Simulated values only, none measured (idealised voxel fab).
The document below concerns the process module designated voxel self aligned vias.
Displayed cross-section: cut, width of 255 nm, square cells sized 5 nm.
In what follows, cross-sections appear as grids of square cells, described through bands that run from the top down, where every band is one or more rows of cells.
In this notation a band is specified by the heights of its top and bottom, in that order and in nm, after which its materials appear from left to right, each paired with its width in nm. The word "edge to edge" attached to a single material means that material fills the band from edge to edge; the word "blank" stands for empty space.
Counting heights begins at 0, where everything beneath is, in the wafer as received, one material. The lowest band has no bottom; it goes on downwards, as "0 and below" shows.
You'd read "30 to 40" like this: the band's top row of cells is as wide as the first number, its bottom row is as wide as the second, and going down, every row changes width by the same amount as the row before did.
Any step labelled "no alteration" changed none of the cells in the cross-section.
Basically, "Tabulated closed voids" tells you about the enclosed voids: empty spaces with no open way to the top, 8 cells or bigger, each written width x height at distance, where distance is from the left edge, all in nm.
If you see something after the settings on a step's line, that's the simulator's own remark about that step.
For masked steps, "overlay nm" on the step line gives how far right of plan the mask actually lay; a minus sign means it lay to the left.
Pairs from here to the end. Each: cross-section before one process step, cross-section after it, the latter only as far down as the lowest band that changed. Under each: the step between, and its settings. Mind that the pairs may be taken from different runs of this module on the same starting wafer; whether a pair continues from the pair above depends on its entry headed "Preceding state", and it does only where that entry says so.
PRECEDING STATE
> 65 down to 45  resist (55) | blank (30) | resist (25) | blank (30) | resist (25) | blank (30) | resist (60)
> 45 down to 30  aC (55) | blank (30) | aC (25) | blank (30) | aC (25) | blank (30) | aC (60)
> 30 down to 10  SiO2 edge to edge
> 10 down to 5  SiCN edge to edge
> 5 down to 0  SiO2 edge to edge
> 0 and below  Si edge to edge
> Tabulated closed voids: none
CROSS-SECTION THEREAFTER
> 45 down to 30  aC (55) | blank (30) | aC (25) | blank (30) | aC (25) | blank (30) | aC (60)
> Below 30, the layers are the same as they were.
> Tabulated closed voids: none
Processing between the before and after sections above: STRIP: etch materials resist
Preceding state: taken from the pair above, after panel.
CROSS-SECTION THEREAFTER
> 45 down to 30  aC (55) | blank (30) | aC (25) | blank (30) | aC (25) | blank (30) | aC (60)
> 30 down to 10  SiO2 (55) | blank (30) | SiO2 (25) | blank (30) | SiO2 (25) | blank (30) | SiO2 (60)
> Below 10, the layers are the same as they were.
> Tabulated closed voids: none
Processing between the before and after sections above: DIRECTIONAL_ETCH: etch materials SiO2, depth nm 20
Preceding state: taken from the pair above, after panel.
CROSS-SECTION THEREAFTER
> 30 down to 10  SiO2 (55) | blank (30) | SiO2 (25) | blank (30) | SiO2 (25) | blank (30) | SiO2 (60)
> Below 10, the layers are the same as they were.
> Tabulated closed voids: none
Processing between the before and after sections above: STRIP: etch materials aC
Preceding state: taken from the pair above, after panel.
CROSS-SECTION THEREAFTER
> 35 down to 30  TiN (60) | blank (20) | TiN (35) | blank (20) | TiN (35) | blank (20) | TiN (65)
> 30 down to 15  SiO2 (55) | TiN (5) | blank (20) | TiN (5) | SiO2 (25) | TiN (5) | blank (20) | TiN (5) | SiO2 (25) | TiN (5) | blank (20) | TiN (5) | SiO2 (60)
> 15 down to 10  SiO2 (55) | TiN (30) | SiO2 (25) | TiN (30) | SiO2 (25) | TiN (30) | SiO2 (60)
> Below 10, the layers are the same as they were.
> Tabulated closed voids: none
Processing between the before and after sections above: CONFORMAL_DEP: material TiN, thk nm 5
Preceding state: taken from the pair above, after panel.
CROSS-SECTION THEREAFTER
> 40 down to 35  Ru edge to edge
> 35 down to 30  TiN (60) | Ru (20) | TiN (35) | Ru (20) | TiN (35) | Ru (20) | TiN (65)
> 30 down to 15  SiO2 (55) | TiN (5) | Ru (20) | TiN (5) | SiO2 (25) | TiN (5) | Ru (20) | TiN (5) | SiO2 (25) | TiN (5) | Ru (20) | TiN (5) | SiO2 (60)
> Below 15, the layers are the same as they were.
> Tabulated closed voids: none
Processing between the before and after sections above: FILL_DEP: material Ru, thk nm 5
Preceding state: taken from the pair above, after panel.
CROSS-SECTION THEREAFTER
> 35 down to 30  TiN (60) | Ru (20) | TiN (35) | Ru (20) | TiN (35) | Ru (20) | TiN (65)
> Below 30, the layers are the same as they were.
> Tabulated closed voids: none
Processing between the before and after sections above: CMP: height nm 35
Preceding state: taken from the pair above, after panel.
CROSS-SECTION THEREAFTER
> 30 down to 15  SiO2 (55) | TiN (5) | Ru (20) | TiN (5) | SiO2 (25) | TiN (5) | Ru (20) | TiN (5) | SiO2 (25) | TiN (5) | Ru (20) | TiN (5) | SiO2 (60)
> Below 15, the layers are the same as they were.
> Tabulated closed voids: none
Processing between the before and after sections above: SELECTIVE_ETCH: etch materials W Ru TiN, depth nm 5
Preceding state: taken from the pair above, after panel.
CROSS-SECTION THEREAFTER
> 40 down to 30  SiN edge to edge
> Below 30, the layers are the same as they were.
> Tabulated closed voids: none
Processing between the before and after sections above: FILL_DEP: material SiN, thk nm 10
Preceding state: taken from the pair above, after panel.
CROSS-SECTION THEREAFTER
> 35 down to 30  SiN edge to edge
> Below 30, the layers are the same as they were.
> Tabulated closed voids: none
Processing between the before and after sections above: CMP: height nm 35
Preceding state: taken from the pair above, after panel.
CROSS-SECTION THEREAFTER
> 55 down to 35  SiO2 edge to edge
> Below 35, the layers are the same as they were.
> Tabulated closed voids: none
Processing between the before and after sections above: DIRECTIONAL_DEP: material SiO2, thk nm 20
Preceding state: taken from the pair above, after panel.
CROSS-SECTION THEREAFTER
> 75 down to 55  resist (50) | blank (40) | resist (70) | blank (40) | resist (55)
> Below 55, the layers are the same as they were.
> Tabulated closed voids: none
Processing between the before and after sections above: PATTERN: tone open, mask id VIAS, material resist, width nm 40, pitch nm 110, thk nm 20, overlay nm 0
Preceding state: taken from the pair above, after panel.
CROSS-SECTION THEREAFTER
> 75 down to 55  resist (50) | blank (40) | resist (70) | blank (40) | resist (55)
> 55 down to 35  SiO2 (50) | blank (40) | SiO2 (70) | blank (40) | SiO2 (55)
> Below 35, the layers are the same as they were.
> Tabulated closed voids: none
Processing between the before and after sections above: DIRECTIONAL_ETCH: etch materials SiO2, depth nm 20
Preceding state: taken from the pair above, after panel.
CROSS-SECTION THEREAFTER
> 75 down to 55  resist (50) | blank (40) | resist (70) | blank (40) | resist (55)
> 55 down to 35  SiO2 (50) | blank (40) | SiO2 (70) | blank (40) | SiO2 (55)
> 35 down to 30  SiN (50) | blank (40) | SiN (70) | blank (40) | SiN (55)
> Below 30, the layers are the same as they were.
> Tabulated closed voids: none
Processing between the before and after sections above: DIRECTIONAL_ETCH: etch materials SiN, depth nm 5
Preceding state: taken from the pair above, after panel.
CROSS-SECTION THEREAFTER
> 55 down to 35  SiO2 (50) | blank (40) | SiO2 (70) | blank (40) | SiO2 (55)
> Below 35, the layers are the same as they were.
> Tabulated closed voids: none
Processing between the before and after sections above: STRIP: etch materials resist
Preceding state: taken from the pair above, after panel.
CROSS-SECTION THEREAFTER
> 60 down to 55  TiN (55) | blank (30) | TiN (80) | blank (30) | TiN (60)
> 55 down to 35  SiO2 (50) | TiN (5) | blank (30) | TiN (5) | SiO2 (70) | TiN (5) | blank (30) | TiN (5) | SiO2 (55)
> 35 down to 30  SiN (50) | TiN (40) | SiN (70) | TiN (40) | SiN (55)
> Below 30, the layers are the same as they were.
> Tabulated closed voids: none
Processing between the before and after sections above: CONFORMAL_DEP: material TiN, thk nm 5
Preceding state: taken from the pair above, after panel.
CROSS-SECTION THEREAFTER
> 65 down to 60  W edge to edge
> 60 down to 55  TiN (55) | W (30) | TiN (80) | W (30) | TiN (60)
> 55 down to 35  SiO2 (50) | TiN (5) | W (30) | TiN (5) | SiO2 (70) | TiN (5) | W (30) | TiN (5) | SiO2 (55)
> Below 35, the layers are the same as they were.
> Tabulated closed voids: none
Processing between the before and after sections above: FILL_DEP: material W, thk nm 5
Preceding state: taken from the pair above, after panel.
CROSS-SECTION THEREAFTER
> 55 down to 35  SiO2 (50) | TiN (5) | W (30) | TiN (5) | SiO2 (70) | TiN (5) | W (30) | TiN (5) | SiO2 (55)
> Below 35, the layers are the same as they were.
> Tabulated closed voids: none
Processing between the before and after sections above: CMP: height nm 55
Preceding state: taken from the pair above, after panel.
CROSS-SECTION THEREAFTER
> 60 down to 55  SiCN edge to edge
> Below 55, the layers are the same as they were.
> Tabulated closed voids: none
Processing between the before and after sections above: CONFORMAL_DEP: material SiCN, thk nm 5
PRECEDING STATE
> 55 down to 35  SiO2 edge to edge
> 35 down to 30  SiO2 (55) | SiN (30) | SiO2 (25) | SiN (30) | SiO2 (25) | SiN (30) | SiO2 (60)
> 30 down to 20  SiO2 (55) | TiN (5) | Ru (20) | TiN (5) | SiO2 (25) | TiN (5) | Ru (20) | TiN (5) | SiO2 (25) | TiN (5) | Ru (20) | TiN (5) | SiO2 (60)
> 20 down to 15  SiO2 (55) | TiN (30) | SiO2 (25) | TiN (30) | SiO2 (25) | TiN (30) | SiO2 (60)
> 15 down to 10  SiCN edge to edge
> 10 down to 0  SiO2 edge to edge
> 0 and below  Si edge to edge
> Tabulated closed voids: none
CROSS-SECTION THEREAFTER
> 75 down to 55  resist (45) | blank (50) | resist (60) | blank (50) | resist (50)
> Below 55, the layers are the same as they were.
> Tabulated closed voids: none
Processing between the before and after sections above: PATTERN: tone open, mask id VIAS, material resist, width nm 50, pitch nm 110, thk nm 20, overlay nm 0
Preceding state: taken from the pair above, after panel.
CROSS-SECTION THEREAFTER
> 75 down to 55  resist (45) | blank (50) | resist (60) | blank (50) | resist (50)
> 55 down to 35  SiO2 (45) | blank (50) | SiO2 (60) | blank (50) | SiO2 (50)
> Below 35, the layers are the same as they were.
> Tabulated closed voids: none
Processing between the before and after sections above: DIRECTIONAL_ETCH: etch materials SiO2, depth nm 20
Preceding state: taken from the pair above, after panel.
CROSS-SECTION THEREAFTER
> 75 down to 55  resist (45) | blank (50) | resist (60) | blank (50) | resist (50)
> 55 down to 35  SiO2 (45) | blank (50) | SiO2 (60) | blank (50) | SiO2 (50)
> 35 down to 30  SiO2 (55) | blank (30) | SiO2 (25) | SiN (30) | SiO2 (25) | blank (30) | SiO2 (60)
> Below 30, the layers are the same as they were.
> Tabulated closed voids: none
Processing between the before and after sections above: DIRECTIONAL_ETCH: etch materials SiN, depth nm 5
Preceding state: taken from the pair above, after panel.
CROSS-SECTION THEREAFTER
> 55 down to 35  SiO2 (45) | blank (50) | SiO2 (60) | blank (50) | SiO2 (50)
> Below 35, the layers are the same as they were.
> Tabulated closed voids: none
Processing between the before and after sections above: STRIP: etch materials resist
Preceding state: taken from the pair above, after panel.
CROSS-SECTION THEREAFTER
> 60 down to 55  TiN (50) | blank (40) | TiN (70) | blank (40) | TiN (55)
> 55 down to 40  SiO2 (45) | TiN (5) | blank (40) | TiN (5) | SiO2 (60) | TiN (5) | blank (40) | TiN (5) | SiO2 (50)
> 40 down to 35  SiO2 (45) | TiN (15) | blank (20) | TiN (15) | SiO2 (60) | TiN (15) | blank (20) | TiN (15) | SiO2 (50)
> 35 down to 30  SiO2 (55) | TiN (30) | SiO2 (25) | SiN (30) | SiO2 (25) | TiN (30) | SiO2 (60)
> Below 30, the layers are the same as they were.
> Tabulated closed voids: none
Processing between the before and after sections above: CONFORMAL_DEP: material TiN, thk nm 5
Preceding state: taken from the pair above, after panel.
CROSS-SECTION THEREAFTER
> 65 down to 60  W edge to edge
> 60 down to 55  TiN (50) | W (40) | TiN (70) | W (40) | TiN (55)
> 55 down to 40  SiO2 (45) | TiN (5) | W (40) | TiN (5) | SiO2 (60) | TiN (5) | W (40) | TiN (5) | SiO2 (50)
> 40 down to 35  SiO2 (45) | TiN (15) | W (20) | TiN (15) | SiO2 (60) | TiN (15) | W (20) | TiN (15) | SiO2 (50)
> Below 35, the layers are the same as they were.
> Tabulated closed voids: none
Processing between the before and after sections above: FILL_DEP: material W, thk nm 5
Preceding state: taken from the pair above, after panel.
CROSS-SECTION THEREAFTER
> 55 down to 40  SiO2 (45) | TiN (5) | W (40) | TiN (5) | SiO2 (60) | TiN (5) | W (40) | TiN (5) | SiO2 (50)
> Below 40, the layers are the same as they were.
> Tabulated closed voids: none
Processing between the before and after sections above: CMP: height nm 55
Preceding state: taken from the pair above, after panel.
CROSS-SECTION THEREAFTER
> 60 down to 55  SiCN edge to edge
> Below 55, the layers are the same as they were.
> Tabulated closed voids: none
Processing between the before and after sections above: CONFORMAL_DEP: material SiCN, thk nm 5
PRECEDING STATE
> 50 down to 35  aC edge to edge
> 35 down to 15  SiO2 edge to edge
> 15 down to 10  SiCN edge to edge
> 10 down to 0  SiO2 edge to edge
> 0 and below  Si edge to edge
> Tabulated closed voids: none
CROSS-SECTION THEREAFTER
> 85 down to 50  resist (45) | blank (30) | resist (25) | blank (30) | resist (25) | blank (30) | resist (70)
> Below 50, the layers are the same as they were.
> Tabulated closed voids: none
Processing between the before and after sections above: PATTERN: tone open, mask id LINES, material resist, width nm 30, pitch nm 55, thk nm 35, overlay nm -10
Preceding state: taken from the pair above, after panel.
CROSS-SECTION THEREAFTER
> 70 down to 50  resist (45) | blank (30) | resist (25) | blank (30) | resist (25) | blank (30) | resist (70)
> 50 down to 35  aC (45) | blank (30) | aC (25) | blank (30) | aC (25) | blank (30) | aC (70)
> Below 35, the layers are the same as they were.
> Tabulated closed voids: none
Processing between the before and after sections above: DIRECTIONAL_ETCH: etch materials aC, depth nm 15
Preceding state: taken from the pair above, after panel.
CROSS-SECTION THEREAFTER
> 50 down to 35  aC (45) | blank (30) | aC (25) | blank (30) | aC (25) | blank (30) | aC (70)
> Below 35, the layers are the same as they were.
> Tabulated closed voids: none
Processing between the before and after sections above: STRIP: etch materials resist
Preceding state: taken from the pair above, after panel.
CROSS-SECTION THEREAFTER
> 50 down to 35  aC (45) | blank (30) | aC (25) | blank (30) | aC (25) | blank (30) | aC (70)
> 35 down to 15  SiO2 (45) | blank (30) | SiO2 (25) | blank (30) | SiO2 (25) | blank (30) | SiO2 (70)
> Below 15, the layers are the same as they were.
> Tabulated closed voids: none
Processing between the before and after sections above: DIRECTIONAL_ETCH: etch materials SiO2, depth nm 20
Preceding state: taken from the pair above, after panel.
CROSS-SECTION THEREAFTER
> 35 down to 15  SiO2 (45) | blank (30) | SiO2 (25) | blank (30) | SiO2 (25) | blank (30) | SiO2 (70)
> Below 15, the layers are the same as they were.
> Tabulated closed voids: none
Processing between the before and after sections above: STRIP: etch materials aC
Preceding state: taken from the pair above, after panel.
CROSS-SECTION THEREAFTER
> 40 down to 35  TiN (50) | blank (20) | TiN (35) | blank (20) | TiN (35) | blank (20) | TiN (75)
> 35 down to 20  SiO2 (45) | TiN (5) | blank (20) | TiN (5) | SiO2 (25) | TiN (5) | blank (20) | TiN (5) | SiO2 (25) | TiN (5) | blank (20) | TiN (5) | SiO2 (70)
> 20 down to 15  SiO2 (45) | TiN (30) | SiO2 (25) | TiN (30) | SiO2 (25) | TiN (30) | SiO2 (70)
> Below 15, the layers are the same as they were.
> Tabulated closed voids: none
Processing between the before and after sections above: CONFORMAL_DEP: material TiN, thk nm 5
Preceding state: taken from the pair above, after panel.
CROSS-SECTION THEREAFTER
> 45 down to 40  Ru edge to edge
> 40 down to 35  TiN (50) | Ru (20) | TiN (35) | Ru (20) | TiN (35) | Ru (20) | TiN (75)
> 35 down to 20  SiO2 (45) | TiN (5) | Ru (20) | TiN (5) | SiO2 (25) | TiN (5) | Ru (20) | TiN (5) | SiO2 (25) | TiN (5) | Ru (20) | TiN (5) | SiO2 (70)
> Below 20, the layers are the same as they were.
> Tabulated closed voids: none
Processing between the before and after sections above: FILL_DEP: material Ru, thk nm 5
Preceding state: taken from the pair above, after panel.
CROSS-SECTION THEREAFTER
> 35 down to 20  SiO2 (45) | TiN (5) | Ru (20) | TiN (5) | SiO2 (25) | TiN (5) | Ru (20) | TiN (5) | SiO2 (25) | TiN (5) | Ru (20) | TiN (5) | SiO2 (70)
> Below 20, the layers are the same as they were.
> Tabulated closed voids: none
Processing between the before and after sections above: CMP: height nm 35
Preceding state: taken from the pair above, after panel.
CROSS-SECTION THEREAFTER
> 35 down to 30  SiO2 (45) | blank (30) | SiO2 (25) | blank (30) | SiO2 (25) | blank (30) | SiO2 (70)
> Below 30, the layers are the same as they were.
> Tabulated closed voids: none
Processing between the before and after sections above: SELECTIVE_ETCH: etch materials W Ru TiN, depth nm 5
Preceding state: taken from the pair above, after panel.
CROSS-SECTION THEREAFTER
> 45 down to 35  SiN edge to edge
> 35 down to 30  SiO2 (45) | SiN (30) | SiO2 (25) | SiN (30) | SiO2 (25) | SiN (30) | SiO2 (70)
> Below 30, the layers are the same as they were.
> Tabulated closed voids: none
Processing between the before and after sections above: FILL_DEP: material SiN, thk nm 10
Preceding state: taken from the pair above, after panel.
CROSS-SECTION THEREAFTER
> 35 down to 30  SiO2 (45) | SiN (30) | SiO2 (25) | SiN (30) | SiO2 (25) | SiN (30) | SiO2 (70)
> Below 30, the layers are the same as they were.
> Tabulated closed voids: none
Processing between the before and after sections above: CMP: height nm 35
Preceding state: taken from the pair above, after panel.
CROSS-SECTION THEREAFTER
> 55 down to 35  SiO2 edge to edge
> Below 35, the layers are the same as they were.
> Tabulated closed voids: none
Processing between the before and after sections above: DIRECTIONAL_DEP: material SiO2, thk nm 20
Preceding state: taken from the pair above, after panel.
CROSS-SECTION THEREAFTER
> 75 down to 55  resist (50) | blank (40) | resist (70) | blank (40) | resist (55)
> Below 55, the layers are the same as they were.
> Tabulated closed voids: none
Processing between the before and after sections above: PATTERN: tone open, mask id VIAS, material resist, width nm 40, pitch nm 110, thk nm 20, overlay nm 0
Preceding state: taken from the pair above, after panel.
CROSS-SECTION THEREAFTER
> 75 down to 55  resist (50) | blank (40) | resist (70) | blank (40) | resist (55)
> 55 down to 35  SiO2 (50) | blank (40) | SiO2 (70) | blank (40) | SiO2 (55)
> Below 35, the layers are the same as they were.
> Tabulated closed voids: none
Processing between the before and after sections above: DIRECTIONAL_ETCH: etch materials SiO2, depth nm 20
Preceding state: taken from the pair above, after panel.
CROSS-SECTION THEREAFTER
> 75 down to 55  resist (50) | blank (40) | resist (70) | blank (40) | resist (55)
> 55 down to 35  SiO2 (50) | blank (40) | SiO2 (70) | blank (40) | SiO2 (55)
> 35 down to 30  SiO2 (45) | SiN (5) | blank (25) | SiO2 (25) | SiN (30) | SiO2 (25) | SiN (5) | blank (25) | SiO2 (70)
> Below 30, the layers are the same as they were.
> Tabulated closed voids: none
Processing between the before and after sections above: DIRECTIONAL_ETCH: etch materials SiN, depth nm 5
Preceding state: taken from the pair above, after panel.
CROSS-SECTION THEREAFTER
> 55 down to 35  SiO2 (50) | blank (40) | SiO2 (70) | blank (40) | SiO2 (55)
> Below 35, the layers are the same as they were.
> Tabulated closed voids: none
Processing between the before and after sections above: STRIP: etch materials resist
Preceding state: taken from the pair above, after panel.
CROSS-SECTION THEREAFTER
> 60 down to 55  TiN (55) | blank (30) | TiN (80) | blank (30) | TiN (60)
> 55 down to 40  SiO2 (50) | TiN (5) | blank (30) | TiN (5) | SiO2 (70) | TiN (5) | blank (30) | TiN (5) | SiO2 (55)
> 40 down to 35  SiO2 (50) | TiN (5) | blank (15) | TiN (20) | SiO2 (70) | TiN (5) | blank (15) | TiN (20) | SiO2 (55)
> 35 down to 30  SiO2 (45) | SiN (5) | TiN (25) | SiO2 (25) | SiN (30) | SiO2 (25) | SiN (5) | TiN (25) | SiO2 (70)
> Below 30, the layers are the same as they were.
> Tabulated closed voids: none
Processing between the before and after sections above: CONFORMAL_DEP: material TiN, thk nm 5
Preceding state: taken from the pair above, after panel.
CROSS-SECTION THEREAFTER
> 65 down to 60  W edge to edge
> 60 down to 55  TiN (55) | W (30) | TiN (80) | W (30) | TiN (60)
> 55 down to 40  SiO2 (50) | TiN (5) | W (30) | TiN (5) | SiO2 (70) | TiN (5) | W (30) | TiN (5) | SiO2 (55)
> 40 down to 35  SiO2 (50) | TiN (5) | W (15) | TiN (20) | SiO2 (70) | TiN (5) | W (15) | TiN (20) | SiO2 (55)
> Below 35, the layers are the same as they were.
> Tabulated closed voids: none
Processing between the before and after sections above: FILL_DEP: material W, thk nm 5
Preceding state: taken from the pair above, after panel.
CROSS-SECTION THEREAFTER
> 55 down to 40  SiO2 (50) | TiN (5) | W (30) | TiN (5) | SiO2 (70) | TiN (5) | W (30) | TiN (5) | SiO2 (55)
> Below 40, the layers are the same as they were.
> Tabulated closed voids: none
Processing between the before and after sections above: CMP: height nm 55
Preceding state: taken from the pair above, after panel.
CROSS-SECTION THEREAFTER
> 60 down to 55  SiCN edge to edge
> Below 55, the layers are the same as they were.
> Tabulated closed voids: none
Processing between the before and after sections above: CONFORMAL_DEP: material SiCN, thk nm 5
PRECEDING STATE
> 10 down to 0  SiO2 edge to edge
> 0 and below  Si edge to edge
> Tabulated closed voids: none
CROSS-SECTION THEREAFTER
> 15 down to 10  W edge to edge
> Below 10, the layers are the same as they were.
> Tabulated closed voids: none
Processing between the before and after sections above: CONFORMAL_DEP: material W, thk nm 5
Preceding state: taken from the pair above, after panel.
CROSS-SECTION THEREAFTER
> 35 down to 15  SiO2 edge to edge
> Below 15, the layers are the same as they were.
> Tabulated closed voids: none
Processing between the before and after sections above: DIRECTIONAL_DEP: material SiO2, thk nm 20
Preceding state: taken from the pair above, after panel.
CROSS-SECTION THEREAFTER
> 50 down to 35  aC edge to edge
> Below 35, the layers are the same as they were.
> Tabulated closed voids: none
Processing between the before and after sections above: DIRECTIONAL_DEP: material aC, thk nm 15
Preceding state: taken from the pair above, after panel.
CROSS-SECTION THEREAFTER
> 85 down to 50  resist (55) | blank (30) | resist (25) | blank (30) | resist (25) | blank (30) | resist (60)
> Below 50, the layers are the same as they were.
> Tabulated closed voids: none
Processing between the before and after sections above: PATTERN: tone open, mask id LINES, material resist, width nm 30, pitch nm 55, thk nm 35, overlay nm 0
Preceding state: taken from the pair above, after panel.
CROSS-SECTION THEREAFTER
> 70 down to 50  resist (55) | blank (30) | resist (25) | blank (30) | resist (25) | blank (30) | resist (60)
> 50 down to 35  aC (55) | blank (30) | aC (25) | blank (30) | aC (25) | blank (30) | aC (60)
> Below 35, the layers are the same as they were.
> Tabulated closed voids: none
Processing between the before and after sections above: DIRECTIONAL_ETCH: etch materials aC, depth nm 15
Preceding state: taken from the pair above, after panel.
CROSS-SECTION THEREAFTER
> 50 down to 35  aC (55) | blank (30) | aC (25) | blank (30) | aC (25) | blank (30) | aC (60)
> Below 35, the layers are the same as they were.
> Tabulated closed voids: none
Processing between the before and after sections above: STRIP: etch materials resist
Preceding state: taken from the pair above, after panel.
CROSS-SECTION THEREAFTER
> 50 down to 35  aC (55) | blank (30) | aC (25) | blank (30) | aC (25) | blank (30) | aC (60)
> 35 down to 15  SiO2 (55) | blank (30) | SiO2 (25) | blank (30) | SiO2 (25) | blank (30) | SiO2 (60)
> Below 15, the layers are the same as they were.
> Tabulated closed voids: none
Processing between the before and after sections above: DIRECTIONAL_ETCH: etch materials SiO2, depth nm 20
Preceding state: taken from the pair above, after panel.
CROSS-SECTION THEREAFTER
> 35 down to 15  SiO2 (55) | blank (30) | SiO2 (25) | blank (30) | SiO2 (25) | blank (30) | SiO2 (60)
> Below 15, the layers are the same as they were.
> Tabulated closed voids: none
Processing between the before and after sections above: STRIP: etch materials aC
Preceding state: taken from the pair above, after panel.
CROSS-SECTION THEREAFTER
> 40 down to 35  TiN (60) | blank (20) | TiN (35) | blank (20) | TiN (35) | blank (20) | TiN (65)
> 35 down to 20  SiO2 (55) | TiN (5) | blank (20) | TiN (5) | SiO2 (25) | TiN (5) | blank (20) | TiN (5) | SiO2 (25) | TiN (5) | blank (20) | TiN (5) | SiO2 (60)
> 20 down to 15  SiO2 (55) | TiN (30) | SiO2 (25) | TiN (30) | SiO2 (25) | TiN (30) | SiO2 (60)
> Below 15, the layers are the same as they were.
> Tabulated closed voids: none
Processing between the before and after sections above: CONFORMAL_DEP: material TiN, thk nm 5
Preceding state: taken from the pair above, after panel.
CROSS-SECTION THEREAFTER
> 45 down to 40  Ru edge to edge
> 40 down to 35  TiN (60) | Ru (20) | TiN (35) | Ru (20) | TiN (35) | Ru (20) | TiN (65)
> 35 down to 20  SiO2 (55) | TiN (5) | Ru (20) | TiN (5) | SiO2 (25) | TiN (5) | Ru (20) | TiN (5) | SiO2 (25) | TiN (5) | Ru (20) | TiN (5) | SiO2 (60)
> Below 20, the layers are the same as they were.
> Tabulated closed voids: none
Processing between the before and after sections above: FILL_DEP: material Ru, thk nm 5
Preceding state: taken from the pair above, after panel.
CROSS-SECTION THEREAFTER
> 35 down to 20  SiO2 (55) | TiN (5) | Ru (20) | TiN (5) | SiO2 (25) | TiN (5) | Ru (20) | TiN (5) | SiO2 (25) | TiN (5) | Ru (20) | TiN (5) | SiO2 (60)
> Below 20, the layers are the same as they were.
> Tabulated closed voids: none
Processing between the before and after sections above: CMP: height nm 35
Preceding state: taken from the pair above, after panel.
CROSS-SECTION THEREAFTER
> 35 down to 30  SiO2 (55) | blank (30) | SiO2 (25) | blank (30) | SiO2 (25) | blank (30) | SiO2 (60)
> Below 30, the layers are the same as they were.
> Tabulated closed voids: none
Processing between the before and after sections above: SELECTIVE_ETCH: etch materials W Ru TiN, depth nm 5
Preceding state: taken from the pair above, after panel.
CROSS-SECTION THEREAFTER
> 45 down to 35  SiN edge to edge
> 35 down to 30  SiO2 (55) | SiN (30) | SiO2 (25) | SiN (30) | SiO2 (25) | SiN (30) | SiO2 (60)
> Below 30, the layers are the same as they were.
> Tabulated closed voids: none
Processing between the before and after sections above: FILL_DEP: material SiN, thk nm 10
Preceding state: taken from the pair above, after panel.
CROSS-SECTION THEREAFTER
> 35 down to 30  SiO2 (55) | SiN (30) | SiO2 (25) | SiN (30) | SiO2 (25) | SiN (30) | SiO2 (60)
> Below 30, the layers are the same as they were.
> Tabulated closed voids: none
Processing between the before and after sections above: CMP: height nm 35
Preceding state: taken from the pair above, after panel.
CROSS-SECTION THEREAFTER
> 55 down to 35  SiO2 edge to edge
> Below 35, the layers are the same as they were.
> Tabulated closed voids: none
Processing between the before and after sections above: DIRECTIONAL_DEP: material SiO2, thk nm 20
Preceding state: taken from the pair above, after panel.
CROSS-SECTION THEREAFTER
> 75 down to 55  resist (50) | blank (40) | resist (70) | blank (40) | resist (55)
> Below 55, the layers are the same as they were.
> Tabulated closed voids: none
Processing between the before and after sections above: PATTERN: tone open, mask id VIAS, material resist, width nm 40, pitch nm 110, thk nm 20, overlay nm 0
Preceding state: taken from the pair above, after panel.
CROSS-SECTION THEREAFTER
> 75 down to 55  resist (50) | blank (40) | resist (70) | blank (40) | resist (55)
> 55 down to 35  SiO2 (50) | blank (40) | SiO2 (70) | blank (40) | SiO2 (55)
> Below 35, the layers are the same as they were.
> Tabulated closed voids: none
Processing between the before and after sections above: DIRECTIONAL_ETCH: etch materials SiO2, depth nm 20
Preceding state: taken from the pair above, after panel.
CROSS-SECTION THEREAFTER
> 75 down to 55  resist (50) | blank (40) | resist (70) | blank (40) | resist (55)
> 55 down to 35  SiO2 (50) | blank (40) | SiO2 (70) | blank (40) | SiO2 (55)
> 35 down to 30  SiO2 (55) | blank (30) | SiO2 (25) | SiN (30) | SiO2 (25) | blank (30) | SiO2 (60)
> Below 30, the layers are the same as they were.
> Tabulated closed voids: none
Processing between the before and after sections above: DIRECTIONAL_ETCH: etch materials SiN, depth nm 5
Preceding state: taken from the pair above, after panel.
CROSS-SECTION THEREAFTER
> 55 down to 35  SiO2 (50) | blank (40) | SiO2 (70) | blank (40) | SiO2 (55)
> Below 35, the layers are the same as they were.
> Tabulated closed voids: none
Processing between the before and after sections above: STRIP: etch materials resist
Preceding state: taken from the pair above, after panel.
CROSS-SECTION THEREAFTER
> 60 down to 55  TiN (55) | blank (30) | TiN (80) | blank (30) | TiN (60)
> 55 down to 40  SiO2 (50) | TiN (5) | blank (30) | TiN (5) | SiO2 (70) | TiN (5) | blank (30) | TiN (5) | SiO2 (55)
> 40 down to 35  SiO2 (50) | TiN (10) | blank (20) | TiN (10) | SiO2 (70) | TiN (10) | blank (20) | TiN (10) | SiO2 (55)
> 35 down to 30  SiO2 (55) | TiN (30) | SiO2 (25) | SiN (30) | SiO2 (25) | TiN (30) | SiO2 (60)
> Below 30, the layers are the same as they were.
> Tabulated closed voids: none
Processing between the before and after sections above: CONFORMAL_DEP: material TiN, thk nm 5
Preceding state: taken from the pair above, after panel.
CROSS-SECTION THEREAFTER
> 65 down to 60  W edge to edge
> 60 down to 55  TiN (55) | W (30) | TiN (80) | W (30) | TiN (60)
> 55 down to 40  SiO2 (50) | TiN (5) | W (30) | TiN (5) | SiO2 (70) | TiN (5) | W (30) | TiN (5) | SiO2 (55)
> 40 down to 35  SiO2 (50) | TiN (10) | W (20) | TiN (10) | SiO2 (70) | TiN (10) | W (20) | TiN (10) | SiO2 (55)
> Below 35, the layers are the same as they were.
> Tabulated closed voids: none
Processing between the before and after sections above: FILL_DEP: material W, thk nm 5
Preceding state: taken from the pair above, after panel.
CROSS-SECTION THEREAFTER
> 55 down to 40  SiO2 (50) | TiN (5) | W (30) | TiN (5) | SiO2 (70) | TiN (5) | W (30) | TiN (5) | SiO2 (55)
> Below 40, the layers are the same as they were.
> Tabulated closed voids: none
Processing between the before and after sections above: CMP: height nm 55
Preceding state: taken from the pair above, after panel.
CROSS-SECTION THEREAFTER
> 60 down to 55  SiCN edge to edge
> Below 55, the layers are the same as they were.
> Tabulated closed voids: none
Processing between the before and after sections above: CONFORMAL_DEP: material SiCN, thk nm 5
PRECEDING STATE
> 55 down to 35  SiO2 edge to edge
> 35 down to 30  SiO2 (55) | SiN (30) | SiO2 (25) | SiN (30) | SiO2 (25) | SiN (30) | SiO2 (60)
> 30 down to 20  SiO2 (55) | TiN (5) | Ru (20) | TiN (5) | SiO2 (25) | TiN (5) | Ru (20) | TiN (5) | SiO2 (25) | TiN (5) | Ru (20) | TiN (5) | SiO2 (60)
> 20 down to 15  SiO2 (55) | TiN (30) | SiO2 (25) | TiN (30) | SiO2 (25) | TiN (30) | SiO2 (60)
> 15 down to 10  SiCN edge to edge
> 10 down to 0  SiO2 edge to edge
> 0 and below  Si edge to edge
> Tabulated closed voids: none
CROSS-SECTION THEREAFTER
> 75 down to 55  blank (50) | resist (40) | blank (70) | resist (40) | blank (55)
> Below 55, the layers are the same as they were.
> Tabulated closed voids: none
Processing between the before and after sections above: PATTERN: tone cover, mask id VIAS, material resist, width nm 40, pitch nm 110, thk nm 20, overlay nm 0
